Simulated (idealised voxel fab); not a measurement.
process module | voxel transistor to metal
cross-section cut | 155 nm wide | cells 5 nm
A cross-section is a grid of square cells, given in bands from the top down. A band is one or more rows of cells.
Each band's line starts with the height of the band's top and of its bottom, in nm. Then come its materials from left to right, each with its width in nm. One material with "throughout" fills the band from edge to edge. "air" is empty space.
Height 0 is the level under which the wafer as received is all one material. The lowest band goes on downwards, as in "0 down".
A width such as "30 to 40" changes by the same amount from each row of cells to the next, from the band's top row to its bottom row.
"no change" after a step means that no cell of the cross-section changed.
closed voids: empty space of 8 cells or more with no open way to the top, each as width x height at its distance from the left edge, in nm
after a step's settings: what the simulator itself notes on the step
overlay nm, on a step with a mask: how far to the right of its planned place the mask lay; to the left if negative
plan
1 op RECEIVE | material Si
2 op CONFORMAL_DEP | material SiO2 | thk nm 5
3 op CONFORMAL_DEP | material SiN | thk nm 15
4 op PATTERN | tone cover | mask id ACTIVE | material resist | width nm 105 | thk nm 15 | overlay nm 0
5 op DIRECTIONAL_ETCH | etch materials SiN | depth nm 15
6 op DIRECTIONAL_ETCH | etch materials SiO2 | depth nm 5
7 op DIRECTIONAL_ETCH | etch materials Si | depth nm 20
8 op STRIP | etch materials resist
9 op OXIDIZE | depth nm 5
10 op FILL_DEP | material SiO2 | thk nm 15
11 op CMP | height nm 20
12 op SELECTIVE_ETCH | etch materials SiO2 | depth nm 15
13 op STRIP | etch materials SiN
14 op SELECTIVE_ETCH | etch materials SiO2 | depth nm 5
15 op OXIDIZE | depth nm 5
16 op DIRECTIONAL_DEP | material polySi | thk nm 30
17 op DIRECTIONAL_DEP | material SiCN | thk nm 10
18 op DIRECTIONAL_DEP | material aC | thk nm 10
19 op PATTERN | tone cover | mask id GATE | material resist | width nm 25 | thk nm 30 | overlay nm 0
20 op DIRECTIONAL_ETCH | etch materials aC | depth nm 10
21 op STRIP | etch materials resist
22 op DIRECTIONAL_ETCH | etch materials SiCN | depth nm 20
23 op DIRECTIONAL_ETCH | etch materials polySi | depth nm 40
24 op STRIP | etch materials aC
25 op CONFORMAL_DEP | material SiO2 | thk nm 5
26 op DIRECTIONAL_ETCH | etch materials SiO2 | depth nm 5
27 op CONFORMAL_DEP | material SiN | thk nm 10
28 op DIRECTIONAL_ETCH | etch materials SiN | depth nm 10
29 op DIRECTIONAL_ETCH | etch materials SiO2 | depth nm 5
30 op DIRECTIONAL_ETCH | etch materials Si | depth nm 15
31 op EPI | material nSi | thk nm 15
32 op FILL_DEP | material SiO2 | thk nm 10
33 op CMP | height nm 40
34 op DIRECTIONAL_DEP | material SiO2 | thk nm 15
35 op PATTERN | tone open | mask id CONTACT | material resist | width nm 30 | pitch nm 65 | thk nm 20 | overlay nm 0
36 op DIRECTIONAL_ETCH | etch materials SiO2 | depth nm 60
37 op STRIP | etch materials resist
38 op CONFORMAL_DEP | material TiN | thk nm 5
39 op FILL_DEP | material Ru | thk nm 5
40 op CMP | height nm 55
41 op CONFORMAL_DEP | material SiCN | thk nm 5
42 op DIRECTIONAL_DEP | material SiO2 | thk nm 25
43 op MASKED_ETCH | tone open | mask id METAL_1 | width nm 20 | pitch nm 75 | etch materials SiO2 | depth nm 25 | overlay nm 0
44 op MASKED_ETCH | tone open | mask id METAL_1 | width nm 20 | pitch nm 75 | etch materials SiCN | depth nm 5 | overlay nm 0
45 op CONFORMAL_DEP | material TiN | thk nm 5
46 op FILL_DEP | material Cu | thk nm 5
47 op CMP | height nm 85
48 op CONFORMAL_DEP | material SiN | thk nm 5
first wafer, as planned
as received, after step 1
  0 down: Si throughout
  closed voids: none
after step 2
  5 to 0: SiO2 throughout
  below 0: unchanged
after step 3
  20 to 5: SiN throughout
  below 5: unchanged
after step 4
  35 to 20: air 25 | resist 105 | air 25
  below 20: unchanged
after step 5
  35 to 20: air 25 | resist 105 | air 25
  20 to 5: air 25 | SiN 105 | air 25
  below 5: unchanged
after step 6
  35 to 20: air 25 | resist 105 | air 25
  20 to 5: air 25 | SiN 105 | air 25
  5 to 0: air 25 | SiO2 105 | air 25
  below 0: unchanged
after step 7
  35 to 20: air 25 | resist 105 | air 25
  20 to 5: air 25 | SiN 105 | air 25
  5 to 0: air 25 | SiO2 105 | air 25
  0 to -20: air 25 | Si 105 | air 25
  below -20: unchanged
after step 8
  20 to 5: air 25 | SiN 105 | air 25
  below 5: unchanged
after step 9
  20 to 5: air 25 | SiN 105 | air 25
  5 to 0: air 25 | SiO2 105 | air 25
  0 to -20: air 25 | SiO2 5 | Si 95 | SiO2 5 | air 25
  -20 to -25: SiO2 30 | Si 95 | SiO2 30
  below -25: unchanged
after step 10
  35 to 20: SiO2 throughout
  20 to 5: SiO2 25 | SiN 105 | SiO2 25
  5 to 0: SiO2 throughout
  0 to -25: SiO2 30 | Si 95 | SiO2 30
  below -25: unchanged
after step 11
  20 to 5: SiO2 25 | SiN 105 | SiO2 25
  below 5: unchanged
after step 12
  20 to 5: air 25 | SiN 105 | air 25
  below 5: unchanged
after step 13
  5 to 0: SiO2 throughout
  below 0: unchanged
after step 14
  0 to -25: SiO2 30 | Si 95 | SiO2 30
  below -25: unchanged
after step 15
  0 to -5: SiO2 throughout
  below -5: unchanged
after step 16
  30 to 0: polySi throughout
  below 0: unchanged
after step 17
  40 to 30: SiCN throughout
  below 30: unchanged
after step 18
  50 to 40: aC throughout
  below 40: unchanged
after step 19
  80 to 50: air 65 | resist 25 | air 65
  below 50: unchanged
after step 20
  70 to 50: air 65 | resist 25 | air 65
  50 to 40: air 65 | aC 25 | air 65
  below 40: unchanged
after step 21
  50 to 40: air 65 | aC 25 | air 65
  below 40: unchanged
after step 22
  50 to 40: air 65 | aC 25 | air 65
  40 to 30: air 65 | SiCN 25 | air 65
  below 30: unchanged
after step 23
  50 to 40: air 65 | aC 25 | air 65
  40 to 30: air 65 | SiCN 25 | air 65
  30 to 0: air 65 | polySi 25 | air 65
  below 0: unchanged
after step 24
  40 to 30: air 65 | SiCN 25 | air 65
  below 30: unchanged
after step 25
  45 to 40: air 60 | SiO2 35 | air 60
  40 to 30: air 60 | SiO2 5 | SiCN 25 | SiO2 5 | air 60
  30 to 5: air 60 | SiO2 5 | polySi 25 | SiO2 5 | air 60
  5 to 0: SiO2 65 | polySi 25 | SiO2 65
  below 0: unchanged
after step 26
  40 to 30: air 60 | SiO2 5 | SiCN 25 | SiO2 5 | air 60
  30 to 0: air 60 | SiO2 5 | polySi 25 | SiO2 5 | air 60
  below 0: unchanged
after step 27
  50 to 40: air 50 | SiN 55 | air 50
  40 to 30: air 50 | SiN 10 | SiO2 5 | SiCN 25 | SiO2 5 | SiN 10 | air 50
  30 to 10: air 50 | SiN 10 | SiO2 5 | polySi 25 | SiO2 5 | SiN 10 | air 50
  10 to 0: SiN 60 | SiO2 5 | polySi 25 | SiO2 5 | SiN 60
  below 0: unchanged
after step 28
  40 to 30: air 50 | SiN 10 | SiO2 5 | SiCN 25 | SiO2 5 | SiN 10 | air 50
  30 to 0: air 50 | SiN 10 | SiO2 5 | polySi 25 | SiO2 5 | SiN 10 | air 50
  below 0: unchanged
after step 29
  40 to 35: air 50 | SiN 10 | air 5 | SiCN 25 | air 5 | SiN 10 | air 50
  35 to 30: air 50 | SiN 10 | SiO2 5 | SiCN 25 | SiO2 5 | SiN 10 | air 50
  30 to 0: air 50 | SiN 10 | SiO2 5 | polySi 25 | SiO2 5 | SiN 10 | air 50
  0 to -5: air 50 | SiO2 55 | air 50
  below -5: unchanged
after step 30
  40 to 35: air 50 | SiN 10 | air 5 | SiCN 25 | air 5 | SiN 10 | air 50
  35 to 30: air 50 | SiN 10 | SiO2 5 | SiCN 25 | SiO2 5 | SiN 10 | air 50
  30 to 0: air 50 | SiN 10 | SiO2 5 | polySi 25 | SiO2 5 | SiN 10 | air 50
  0 to -5: air 50 | SiO2 55 | air 50
  -5 to -20: SiO2 30 | air 20 | Si 55 | air 20 | SiO2 30
  below -20: unchanged
after step 31
  40 to 35: air 50 | SiN 10 | air 5 | SiCN 25 | air 5 | SiN 10 | air 50
  35 to 30: air 50 | SiN 10 | SiO2 5 | SiCN 25 | SiO2 5 | SiN 10 | air 50
  30 to 10: air 50 | SiN 10 | SiO2 5 | polySi 25 | SiO2 5 | SiN 10 | air 50
  10 to 0: air 35 | nSi 15 | SiN 10 | SiO2 5 | polySi 25 | SiO2 5 | SiN 10 | nSi 15 | air 35
  0 to -5: air 35 | nSi 15 | SiO2 55 | nSi 15 | air 35
  -5 to -20: SiO2 30 | nSi 20 | Si 55 | nSi 20 | SiO2 30
  below -20: unchanged
after step 32
  50 to 40: SiO2 throughout
  40 to 30: SiO2 50 | SiN 10 | SiO2 5 | SiCN 25 | SiO2 5 | SiN 10 | SiO2 50
  30 to 10: SiO2 50 | SiN 10 | SiO2 5 | polySi 25 | SiO2 5 | SiN 10 | SiO2 50
  10 to 0: SiO2 35 | nSi 15 | SiN 10 | SiO2 5 | polySi 25 | SiO2 5 | SiN 10 | nSi 15 | SiO2 35
  0 to -5: SiO2 35 | nSi 15 | SiO2 55 | nSi 15 | SiO2 35
  below -5: unchanged
after step 33
  40 to 30: SiO2 50 | SiN 10 | SiO2 5 | SiCN 25 | SiO2 5 | SiN 10 | SiO2 50
  below 30: unchanged
after step 34
  55 to 40: SiO2 throughout
  below 40: unchanged
after step 35
  75 to 55: resist 30 | air 30 | resist 35 | air 30 | resist 30
  below 55: unchanged
after step 36
  75 to 55: resist 30 | air 30 | resist 35 | air 30 | resist 30
  55 to 40: SiO2 30 | air 30 | SiO2 35 | air 30 | SiO2 30
  40 to 30: SiO2 30 | air 20 | SiN 10 | SiO2 5 | SiCN 25 | SiO2 5 | SiN 10 | air 20 | SiO2 30
  30 to 10: SiO2 30 | air 20 | SiN 10 | SiO2 5 | polySi 25 | SiO2 5 | SiN 10 | air 20 | SiO2 30
  10 to 0: SiO2 30 | air 5 | nSi 15 | SiN 10 | SiO2 5 | polySi 25 | SiO2 5 | SiN 10 | nSi 15 | air 5 | SiO2 30
  0 to -5: SiO2 30 | air 5 | nSi 15 | SiO2 55 | nSi 15 | air 5 | SiO2 30
  below -5: unchanged
after step 37
  55 to 40: SiO2 30 | air 30 | SiO2 35 | air 30 | SiO2 30
  below 40: unchanged
after step 38
  60 to 55: TiN 35 | air 20 | TiN 45 | air 20 | TiN 35
  55 to 45: SiO2 30 | TiN 5 | air 20 | TiN 5 | SiO2 35 | TiN 5 | air 20 | TiN 5 | SiO2 30
  45 to 40: SiO2 30 | TiN 5 | air 10 | TiN 15 | SiO2 35 | TiN 15 | air 10 | TiN 5 | SiO2 30
  40 to 30: SiO2 30 | TiN 5 | air 10 | TiN 5 | SiN 10 | SiO2 5 | SiCN 25 | SiO2 5 | SiN 10 | TiN 5 | air 10 | TiN 5 | SiO2 30
  30 to 15: SiO2 30 | TiN 5 | air 10 | TiN 5 | SiN 10 | SiO2 5 | polySi 25 | SiO2 5 | SiN 10 | TiN 5 | air 10 | TiN 5 | SiO2 30
  15 to 10: SiO2 30 | TiN 20 | SiN 10 | SiO2 5 | polySi 25 | SiO2 5 | SiN 10 | TiN 20 | SiO2 30
  10 to 0: SiO2 30 | TiN 5 | nSi 15 | SiN 10 | SiO2 5 | polySi 25 | SiO2 5 | SiN 10 | nSi 15 | TiN 5 | SiO2 30
  0 to -5: SiO2 30 | TiN 5 | nSi 15 | SiO2 55 | nSi 15 | TiN 5 | SiO2 30
  below -5: unchanged
after step 39
  65 to 60: Ru throughout
  60 to 55: TiN 35 | Ru 20 | TiN 45 | Ru 20 | TiN 35
  55 to 45: SiO2 30 | TiN 5 | Ru 20 | TiN 5 | SiO2 35 | TiN 5 | Ru 20 | TiN 5 | SiO2 30
  45 to 40: SiO2 30 | TiN 5 | Ru 10 | TiN 15 | SiO2 35 | TiN 15 | Ru 10 | TiN 5 | SiO2 30
  40 to 30: SiO2 30 | TiN 5 | Ru 10 | TiN 5 | SiN 10 | SiO2 5 | SiCN 25 | SiO2 5 | SiN 10 | TiN 5 | Ru 10 | TiN 5 | SiO2 30
  30 to 15: SiO2 30 | TiN 5 | Ru 10 | TiN 5 | SiN 10 | SiO2 5 | polySi 25 | SiO2 5 | SiN 10 | TiN 5 | Ru 10 | TiN 5 | SiO2 30
  below 15: unchanged
after step 40
  55 to 45: SiO2 30 | TiN 5 | Ru 20 | TiN 5 | SiO2 35 | TiN 5 | Ru 20 | TiN 5 | SiO2 30
  below 45: unchanged
after step 41
  60 to 55: SiCN throughout
  below 55: unchanged
after step 42
  85 to 60: SiO2 throughout
  below 60: unchanged
after step 43
  85 to 60: SiO2 30 | air 20 | SiO2 55 | air 20 | SiO2 30
  below 60: unchanged
after step 44
  85 to 60: SiO2 30 | air 20 | SiO2 55 | air 20 | SiO2 30
  60 to 55: SiCN 30 | air 20 | SiCN 55 | air 20 | SiCN 30
  below 55: unchanged
after step 45
  90 to 85: TiN 35 | air 10 | TiN 65 | air 10 | TiN 35
  85 to 60: SiO2 30 | TiN 5 | air 10 | TiN 5 | SiO2 55 | TiN 5 | air 10 | TiN 5 | SiO2 30
  60 to 55: SiCN 30 | TiN 20 | SiCN 55 | TiN 20 | SiCN 30
  below 55: unchanged
after step 46
  95 to 90: Cu throughout
  90 to 85: TiN 35 | Cu 10 | TiN 65 | Cu 10 | TiN 35
  85 to 60: SiO2 30 | TiN 5 | Cu 10 | TiN 5 | SiO2 55 | TiN 5 | Cu 10 | TiN 5 | SiO2 30
  below 60: unchanged
after step 47
  85 to 60: SiO2 30 | TiN 5 | Cu 10 | TiN 5 | SiO2 55 | TiN 5 | Cu 10 | TiN 5 | SiO2 30
  below 60: unchanged
after step 48
  90 to 85: SiN throughout
  below 85: unchanged
second wafer: like start, like plan, one mistake. Through step 39 it matches the first wafer
when step 40 should have ended
  50 to 40: SiO2 30 | TiN 5 | Ru 20 to 10 | TiN 5 to 15 | SiO2 35 | TiN 5 to 15 | Ru 20 to 10 | TiN 5 | SiO2 30
  below 40: unchanged
when step 41 should have ended
  55 to 50: SiCN throughout
  below 50: unchanged
when step 42 should have ended
  80 to 55: SiO2 throughout
  below 55: unchanged
when step 43 should have ended
  80 to 55: SiO2 30 | air 20 | SiO2 55 | air 20 | SiO2 30
  below 55: unchanged
when step 44 should have ended
  80 to 55: SiO2 30 | air 20 | SiO2 55 | air 20 | SiO2 30
  55 to 50: SiCN 30 | air 20 | SiCN 55 | air 20 | SiCN 30
  below 50: unchanged
when step 45 should have ended
  85 to 80: TiN 35 | air 10 | TiN 65 | air 10 | TiN 35
  80 to 55: SiO2 30 | TiN 5 | air 10 | TiN 5 | SiO2 55 | TiN 5 | air 10 | TiN 5 | SiO2 30
  55 to 50: SiCN 30 | TiN 20 | SiCN 55 | TiN 20 | SiCN 30
  below 50: unchanged
when step 46 should have ended
  90 to 85: Cu throughout
  85 to 80: TiN 35 | Cu 10 | TiN 65 | Cu 10 | TiN 35
  80 to 55: SiO2 30 | TiN 5 | Cu 10 | TiN 5 | SiO2 55 | TiN 5 | Cu 10 | TiN 5 | SiO2 30
  below 55: unchanged
when step 47 should have ended
  85 to 80: TiN 35 | Cu 10 | TiN 65 | Cu 10 | TiN 35
  below 80: unchanged
when step 48 should have ended
  90 to 85: SiN throughout
  below 85: unchanged
what went wrong: step 40 ran as: op CMP | height nm 50
at the end the second wafer has, in cells: 4 more of Cu | 8 fewer of Ru | 19 fewer of SiO2 | 23 more of TiN
